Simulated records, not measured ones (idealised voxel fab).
process module | voxel self aligned vias
cross-section cut | 275 nm wide | cells 5 nm
A cross-section is a grid of square cells, given in bands from the top down. A band is one or more rows of cells.
Each band's line starts with the height of the band's top and of its bottom, in nm. Then come its materials from left to right, each with its width in nm. One material with "throughout" fills the band from edge to edge. "air" is empty space.
Height 0 is the level under which the wafer as received is all one material. The lowest band goes on downwards, as in "0 down".
A width such as "30 to 40" changes by the same amount from each row of cells to the next, from the band's top row to its bottom row.
"no change" after a step means that no cell of the cross-section changed.
closed voids: empty space of 8 cells or more with no open way to the top, each as width x height at its distance from the left edge, in nm
after a step's settings: what the simulator itself notes on the step
overlay nm, on a step with a mask: how far to the right of its planned place the mask lay; to the left if negative
plan
1 op RECEIVE | material Si
2 op CONFORMAL_DEP | material SiO2 | thk nm 15
3 op CONFORMAL_DEP | material SiCN | thk nm 5
4 op DIRECTIONAL_DEP | material SiO2 | thk nm 25
5 op DIRECTIONAL_DEP | material aC | thk nm 15
6 op PATTERN | tone open | mask id LINES | material resist | width nm 30 | pitch nm 70 | thk nm 30 | overlay nm 0
7 op DIRECTIONAL_ETCH | etch materials aC | depth nm 15
8 op STRIP | etch materials resist
9 op DIRECTIONAL_ETCH | etch materials SiO2 | depth nm 25
10 op STRIP | etch materials aC
11 op CONFORMAL_DEP | material TiN | thk nm 5
12 op FILL_DEP | material W | thk nm 5
13 op CMP | height nm 45
14 op SELECTIVE_ETCH | etch materials W Ru TiN | depth nm 10
15 op FILL_DEP | material SiN | thk nm 10
16 op CMP | height nm 45
17 op DIRECTIONAL_DEP | material SiO2 | thk nm 15
18 op PATTERN | tone open | mask id VIAS | material resist | width nm 40 | pitch nm 70 | thk nm 15 | overlay nm 0
19 op DIRECTIONAL_ETCH | etch materials SiO2 | depth nm 15
20 op DIRECTIONAL_ETCH | etch materials SiN | depth nm 10
21 op STRIP | etch materials resist
22 op CONFORMAL_DEP | material TiN | thk nm 5
23 op FILL_DEP | material Cu | thk nm 10
24 op CMP | height nm 60
25 op CONFORMAL_DEP | material SiCN | thk nm 5
as received, after step 1
  0 down: Si throughout
  closed voids: none
first wafer at the end, as planned
  65 to 60: SiCN throughout
  60 to 50: SiO2 80 | TiN 5 | Cu 30 | TiN 5 | SiO2 30 | TiN 5 | Cu 30 | TiN 5 | SiO2 85
  50 to 40: SiO2 80 to 85 | TiN 10 to 5 | Cu 20 | TiN 10 to 5 | SiO2 30 to 40 | TiN 10 to 5 | Cu 20 | TiN 10 to 5 | SiO2 85 to 90
  40 to 35: SiO2 85 | TiN 30 | SiO2 40 | TiN 30 | SiO2 90
  35 to 25: SiO2 85 | TiN 5 | W 20 | TiN 5 | SiO2 40 | TiN 5 | W 20 | TiN 5 | SiO2 90
  25 to 20: SiO2 85 | TiN 30 | SiO2 40 | TiN 30 | SiO2 90
  20 to 15: SiCN throughout
  15 to 0: SiO2 throughout
  0 down: Si throughout
  closed voids: none
second wafer at the end: like start, like plan, one mistake
  65 to 60: SiCN throughout
  60 to 50: SiO2 80 | TiN 5 | Cu 30 | TiN 5 | SiO2 30 | TiN 5 | Cu 30 | TiN 5 | SiO2 85
  50 to 40: SiO2 80 | TiN 5 | Cu 20 | TiN 15 to 5 | SiO2 30 to 40 | TiN 5 | Cu 20 | TiN 15 to 5 | SiO2 85 to 95
  40 to 35: SiO2 80 | TiN 30 | SiO2 40 | TiN 30 | SiO2 95
  35 to 25: SiO2 80 | TiN 5 | W 20 | TiN 5 | SiO2 40 | TiN 5 | W 20 | TiN 5 | SiO2 95
  25 to 20: SiO2 80 | TiN 30 | SiO2 40 | TiN 30 | SiO2 95
  20 to 15: SiCN throughout
  15 to 0: SiO2 throughout
  0 down: Si throughout
  closed voids: none
what went wrong: step 6 ran as: op PATTERN | tone open | mask id LINES | material resist | width nm 30 | pitch nm 70 | thk nm 30 | overlay nm -5
at the end the second wafer has, in cells: as many of each material as the first, in other places
